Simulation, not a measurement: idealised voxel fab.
The following is a process module called voxel tone inversion.
Square cell edge 5 nm, section width 200 nm, ID cut.
Cross-section = grid of square cells, listed top down in bands; band = one or more rows. Top, bottom (nm), then materials left to right with widths (nm); lone material tagged "throughout" fills the whole band edge to edge; "blank" = empty space. Heads up on the height convention: 0 is the point under which the incoming wafer is all one material, and the lowest band has no bottom, it just keeps going down, like "0..down". The two numbers in a width such as "30->40" mark its ends across the band: the first belongs to the top row of cells, the second to the bottom row, and from each row to the next the width moves by the same amount. "nothing was modified" for a step: no cell of the cross-section changed in that step. Closed empty spaces (no open way to the top) of 8 cells or more are what "Unvented internal voids" lists, each as width x height at distance from the left edge, nm for all three. That trailing text on a step's line, after the settings, is the simulator's own remark on the step. "overlay nm", when on a step's line for a step with a mask, measures how far to the right of its planned place the mask lay; a negative measure means to the left.

Here's what the planned process steps look like
1. RECEIVE: material Si
2. CONFORMAL_DEP: material SiN, thk nm 10
3. DIRECTIONAL_DEP: material aC, thk nm 15
4. PATTERN: tone cover, mask id POSTS, material resist, width nm 15, pitch nm 35, thk nm 20, overlay nm 0
5. DIRECTIONAL_ETCH: etch materials aC, depth nm 15
6. STRIP: etch materials resist
7. FILL_DEP: material SiO2, thk nm 10
8. CMP: height nm 25
9. STRIP: etch materials aC

Cross-section: wafer on arrival = after step 1
- 0..down = Si throughout
- Unvented internal voids: none

Wafer at module end, in section. Began as above, planned as above, run with one mistake
- 25..15 = SiN throughout
- 15..0 = aC throughout
- 0..down = Si throughout
- Unvented internal voids: none
Against the plan, the run slipped here: plan steps 2 and 3 run swapped
